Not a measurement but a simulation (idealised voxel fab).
This is a process module. Its name is voxel lift off.
For reference, the cross-section in this document is cut, with width 295 nm and square cells of 5 nm.
Reading order for cross-sections: top band down to bottom band. Underlying form: a grid of square cells. Band size: one or more rows of cells. Band entry format. Leading values: height of top, height of bottom, nm. Remainder: materials in left-to-right order, each with its width in nm. Special words: "all across" on a single material, which then fills the band edge to edge; "air", empty space. Heads up on the height convention: 0 is the point under which the incoming wafer is all one material, and the lowest band has no bottom, it just keeps going down, like "from 0 down". Read "30->40" as a graded width: first number on top, second number at the bottom, same change between each pair of neighbouring rows. "remained the same" means the step left every cell of the cross-section as it was. Entry "Completely enclosed voids". Content: empty spaces with no open connection to the top, size 8 cells or greater. Each: width x height at distance. Distance: from left edge. Unit: nm. after a step's settings: what the simulator itself notes on the step. What "overlay nm" on a step's line means: if the step has a mask, that mask lay this far to the right of its planned place, or, when the value is negative, to the left.
-- Here's what the planned process steps look like
1) RECEIVE [material Si]
2) CONFORMAL_DEP [material Al2O3] [thk nm 5]
3) PATTERN [tone open] [mask id LINES] [material resist] [width nm 30] [pitch nm 50] [thk nm 30] [overlay nm 0]
4) DIRECTIONAL_DEP [material Ru] [thk nm 15]
5) STRIP [etch materials resist]
6) CONFORMAL_DEP [material SiCN] [thk nm 5]
-- Of two wafers, the first: run according to plan
-- Incoming wafer in cross-section (state: after step 1)
from 0 down = Si all across
Completely enclosed voids: none
-- After step 2, in cross-section
from 5 to 0 = Al2O3 all across
Whatever lies below 0 is exactly as it was before.
-- After step 3, in cross-section
from 35 to 5 = 105 resist  30 air  20 resist  30 air  110 resist
Whatever lies below 5 is exactly as it was before.
-- After step 4, in cross-section
from 50 to 35 = 105 Ru  30 air  20 Ru  30 air  110 Ru
from 35 to 20 = 105 resist  30 air  20 resist  30 air  110 resist
from 20 to 5 = 105 resist  30 Ru  20 resist  30 Ru  110 resist
Whatever lies below 5 is exactly as it was before.
-- After step 5, in cross-section
from 20 to 5 = 105 air  30 Ru  20 air  30 Ru  110 air
Whatever lies below 5 is exactly as it was before.
-- After step 6, in cross-section
from 25 to 20 = 100 air  40 SiCN  10 air  40 SiCN  105 air
from 20 to 10 = 100 air  5 SiCN  30 Ru  5 SiCN  10 air  5 SiCN  30 Ru  5 SiCN  105 air
from 10 to 5 = 105 SiCN  30 Ru  20 SiCN  30 Ru  110 SiCN
Whatever lies below 5 is exactly as it was before.
-- Okay, second wafer. Nothing different at the start, nothing different in the plan, just one mistake somewhere in the running. As far as step 3, counting that step, it's the first wafer all over again
-- Cross-section of the second wafer at the time step 4 of the plan should have ended
from 60 to 35 = 105 Ru  30 air  20 Ru  30 air  110 Ru
from 35 to 30 = 105 resist  30 air  20 resist  30 air  110 resist
from 30 to 5 = 105 resist  30 Ru  20 resist  30 Ru  110 resist
Whatever lies below 5 is exactly as it was before.
-- Cross-section of the second wafer at the time step 5 of the plan should have ended
from 30 to 5 = 105 air  30 Ru  20 air  30 Ru  110 air
Whatever lies below 5 is exactly as it was before.
-- Cross-section of the second wafer at the time step 6 of the plan should have ended
from 35 to 30 = 100 air  40 SiCN  10 air  40 SiCN  105 air
from 30 to 10 = 100 air  5 SiCN  30 Ru  5 SiCN  10 air  5 SiCN  30 Ru  5 SiCN  105 air
from 10 to 5 = 105 SiCN  30 Ru  20 SiCN  30 Ru  110 SiCN
Whatever lies below 5 is exactly as it was before.
The mistake made against the process plan was this: step 4 was run on a setting that differed from the plan, and what really ran there is DIRECTIONAL_DEP [material Ru] [thk nm 25]
At the finish, the second wafer shows more or fewer cells for some materials than the first does: Ru: 24 more; SiCN: 8 more
